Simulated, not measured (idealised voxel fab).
process module | voxel wiring stack
cross-section cut | 230 nm wide | cells 5 nm
A cross-section is a grid of square cells, given in bands from the top down. A band is one or more rows of cells.
Each band's line starts with the height of the band's top and of its bottom, in nm. Then come its materials from left to right, each with its width in nm. One material with "throughout" fills the band from edge to edge. "air" is empty space.
Height 0 is the level under which the wafer as received is all one material. The lowest band goes on downwards, as in "0 down".
A width such as "30 to 40" changes by the same amount from each row of cells to the next, from the band's top row to its bottom row.
"no change" after a step means that no cell of the cross-section changed.
closed voids: empty space of 8 cells or more with no open way to the top, each as width x height at its distance from the left edge, in nm
after a step's settings: what the simulator itself notes on the step
overlay nm, on a step with a mask: how far to the right of its planned place the mask lay; to the left if negative
plan
1 op RECEIVE | material Si
2 op CONFORMAL_DEP | material SiO2 | thk nm 15
3 op DIRECTIONAL_DEP | material TiN | thk nm 5
4 op DIRECTIONAL_DEP | material W | thk nm 25
5 op DIRECTIONAL_DEP | material aC | thk nm 15
6 op PATTERN | tone cover | mask id METAL_1 | material resist | width nm 25 | pitch nm 40 | thk nm 30 | overlay nm 0
7 op DIRECTIONAL_ETCH | etch materials aC | depth nm 15
8 op STRIP | etch materials resist
9 op DIRECTIONAL_ETCH | etch materials W | depth nm 25
10 op DIRECTIONAL_ETCH | etch materials TiN | depth nm 5
11 op STRIP | etch materials aC
12 op FILL_DEP | material lowk | thk nm 5
13 op CMP | height nm 45
14 op CONFORMAL_DEP | material SiCN | thk nm 5
15 op DIRECTIONAL_DEP | material SiO2 | thk nm 15
16 op DIRECTIONAL_DEP | material aC | thk nm 10
17 op PATTERN | tone open | mask id PLUG_1 | material resist | width nm 15 | pitch nm 80 | thk nm 25 | overlay nm 0
18 op DIRECTIONAL_ETCH | etch materials aC | depth nm 10
19 op STRIP | etch materials resist
20 op DIRECTIONAL_ETCH | etch materials SiO2 | depth nm 15
21 op DIRECTIONAL_ETCH | etch materials SiCN | depth nm 5
22 op STRIP | etch materials aC
23 op EPI | material Ru | thk nm 10
24 op EPI | material Ru | thk nm 10
25 op DIRECTIONAL_DEP | material TiN | thk nm 5
26 op DIRECTIONAL_DEP | material W | thk nm 15
27 op MASKED_ETCH | tone cover | mask id METAL_2 | width nm 25 | pitch nm 40 | etch materials W | depth nm 15 | overlay nm 0
28 op MASKED_ETCH | tone cover | mask id METAL_2 | width nm 25 | pitch nm 40 | etch materials TiN | depth nm 5 | overlay nm 0
29 op CONFORMAL_DEP | material SiN | thk nm 5
30 op FILL_DEP | material SiO2 | thk nm 5
31 op CMP | height nm 85
32 op CONFORMAL_DEP | material SiCN | thk nm 5
33 op DIRECTIONAL_DEP | material lowk | thk nm 25
34 op DIRECTIONAL_DEP | material aC | thk nm 15
35 op PATTERN | tone open | mask id METAL_3_HOLES | material resist | width nm 15 | pitch nm 40 | thk nm 35 | overlay nm 0
36 op DIRECTIONAL_ETCH | etch materials aC | depth nm 15
37 op STRIP | etch materials resist
38 op DIRECTIONAL_ETCH | etch materials lowk | depth nm 25
39 op STRIP | etch materials aC
40 op DIRECTIONAL_DEP | material aC | thk nm 10
41 op PATTERN | tone open | mask id METAL_3 | material resist | width nm 25 | pitch nm 40 | thk nm 25 | overlay nm 0
42 op DIRECTIONAL_ETCH | etch materials aC | depth nm 10
43 op STRIP | etch materials resist
44 op DIRECTIONAL_ETCH | etch materials lowk | depth nm 15
45 op DIRECTIONAL_ETCH | etch materials SiCN | depth nm 5
46 op STRIP | etch materials aC
47 op CONFORMAL_DEP | material TiN | thk nm 5
48 op FILL_DEP | material Ru | thk nm 5
49 op CMP | height nm 115
50 op CONFORMAL_DEP | material SiCN | thk nm 5
51 op DIRECTIONAL_DEP | material lowk | thk nm 15
52 op PATTERN | tone open | mask id PLUG_3 | material resist | width nm 15 | pitch nm 80 | thk nm 15 | overlay nm 0
53 op DIRECTIONAL_ETCH | etch materials lowk | depth nm 15
54 op DIRECTIONAL_ETCH | etch materials SiCN | depth nm 5
55 op STRIP | etch materials resist
56 op CONFORMAL_DEP | material TiN | thk nm 5
57 op FILL_DEP | material W | thk nm 5
58 op CMP | height nm 135
59 op DIRECTIONAL_DEP | material TiN | thk nm 5
60 op DIRECTIONAL_DEP | material W | thk nm 15
61 op PATTERN | tone cover | mask id METAL_4 | material resist | width nm 25 | pitch nm 40 | thk nm 15 | overlay nm 0
62 op DIRECTIONAL_ETCH | etch materials W | depth nm 15
63 op DIRECTIONAL_ETCH | etch materials TiN | depth nm 5
64 op STRIP | etch materials resist
65 op FILL_DEP | material lowk | thk nm 10
66 op CMP | height nm 155
67 op CONFORMAL_DEP | material SiCN | thk nm 5
as received, after step 1
  0 down: Si throughout
  closed voids: none
first wafer at the end, as planned
  160 to 155: SiCN throughout
  155 to 140: lowk 40 | W 25 | lowk 15 | W 25 | lowk 15 | W 25 | lowk 15 | W 25 | lowk 45
  140 to 135: lowk 40 | TiN 25 | lowk 15 | TiN 25 | lowk 15 | TiN 25 | lowk 15 | TiN 25 | lowk 45
  135 to 120: lowk 40 | TiN 5 | W 5 | TiN 5 | lowk 65 | TiN 5 | W 5 | TiN 5 | lowk 95
  120 to 115: SiCN 40 | TiN 15 | SiCN 65 | TiN 15 | SiCN 95
  115 to 105: lowk 40 | TiN 5 | Ru 15 | TiN 5 | lowk 15 | TiN 5 | Ru 15 | TiN 5 | lowk 15 | TiN 5 | Ru 15 | TiN 5 | lowk 15 | TiN 5 | Ru 15 | TiN 5 | lowk 45
  105 to 100: lowk 40 | TiN 5 | Ru 5 | TiN 15 | lowk 15 | TiN 5 | Ru 5 | TiN 15 | lowk 15 | TiN 5 | Ru 5 | TiN 15 | lowk 15 | TiN 5 | Ru 5 | TiN 15 | lowk 45
  100 to 90: lowk 40 | TiN 5 | Ru 5 | TiN 5 | lowk 25 | TiN 5 | Ru 5 | TiN 5 | lowk 25 | TiN 5 | Ru 5 | TiN 5 | lowk 25 | TiN 5 | Ru 5 | TiN 5 | lowk 55
  90 to 85: SiCN 40 | TiN 15 | SiCN 25 | TiN 15 | SiCN 25 | TiN 15 | SiCN 25 | TiN 15 | SiCN 55
  85 to 70: SiO2 35 | SiN 5 | W 25 | SiN 5 | SiO2 5 | SiN 5 | W 25 | SiN 5 | SiO2 5 | SiN 5 | W 25 | SiN 5 | SiO2 5 | SiN 5 | W 25 | SiN 5 | SiO2 40
  70 to 65: SiN 40 | TiN 25 | SiN 15 | TiN 25 | SiN 15 | TiN 25 | SiN 15 | TiN 25 | SiN 45
  65 to 50: SiO2 40 | Ru 15 | SiO2 65 | Ru 15 | SiO2 95
  50 to 45: SiCN 40 | Ru 15 | SiCN 65 | Ru 15 | SiCN 95
  45 to 20: lowk 40 | W 25 | lowk 15 | W 25 | lowk 15 | W 25 | lowk 15 | W 25 | lowk 45
  20 to 15: lowk 40 | TiN 25 | lowk 15 | TiN 25 | lowk 15 | TiN 25 | lowk 15 | TiN 25 | lowk 45
  15 to 0: SiO2 throughout
  0 down: Si throughout
  closed voids: none
second wafer at the end: like start, like plan, one mistake
  160 to 155: SiCN throughout
  155 to 140: lowk 40 | W 25 | lowk 15 | W 25 | lowk 15 | W 25 | lowk 15 | W 25 | lowk 45
  140 to 135: lowk 40 | TiN 25 | lowk 15 | TiN 25 | lowk 15 | TiN 25 | lowk 15 | TiN 25 | lowk 45
  135 to 120: lowk 40 | TiN 5 | W 5 | TiN 5 | lowk 65 | TiN 5 | W 5 | TiN 5 | lowk 95
  120 to 115: SiCN 40 | TiN 15 | SiCN 65 | TiN 15 | SiCN 95
  115 to 105: lowk 40 | TiN 5 | Ru 15 | TiN 5 | lowk 15 | TiN 5 | Ru 15 | TiN 5 | lowk 15 | TiN 5 | Ru 15 | TiN 5 | lowk 15 | TiN 5 | Ru 15 | TiN 5 | lowk 45
  105 to 100: lowk 40 | TiN 5 | Ru 5 | TiN 15 | lowk 15 | TiN 5 | Ru 5 | TiN 15 | lowk 15 | TiN 5 | Ru 5 | TiN 15 | lowk 15 | TiN 5 | Ru 5 | TiN 15 | lowk 45
  100 to 90: lowk 40 | TiN 5 | Ru 5 | TiN 5 | lowk 25 | TiN 5 | Ru 5 | TiN 5 | lowk 25 | TiN 5 | Ru 5 | TiN 5 | lowk 25 | TiN 5 | Ru 5 | TiN 5 | lowk 55
  90 to 85: SiCN 40 | TiN 15 | SiCN 25 | TiN 15 | SiCN 25 | TiN 15 | SiCN 25 | TiN 15 | SiCN 55
  85 to 80: SiN 40 | W 15 | TiN 10 | SiN 15 | TiN 25 | SiN 15 | W 15 | TiN 10 | SiN 15 | TiN 25 | SiN 45
  80 to 70: SiO2 40 | W 15 | SiO2 65 | W 15 | SiO2 95
  70 to 65: SiO2 40 | TiN 15 | SiO2 65 | TiN 15 | SiO2 95
  65 to 50: SiO2 throughout
  50 to 45: SiCN throughout
  45 to 20: lowk 40 | W 25 | lowk 15 | W 25 | lowk 15 | W 25 | lowk 15 | W 25 | lowk 45
  20 to 15: lowk 40 | TiN 25 | lowk 15 | TiN 25 | lowk 15 | TiN 25 | lowk 15 | TiN 25 | lowk 45
  15 to 0: SiO2 throughout
  0 down: Si throughout
  closed voids: none
what went wrong: step 15 was run twice
at the end the second wafer has, in cells: 24 fewer of Ru | 6 more of SiCN | 24 fewer of SiN | 84 more of SiO2 | 42 fewer of W
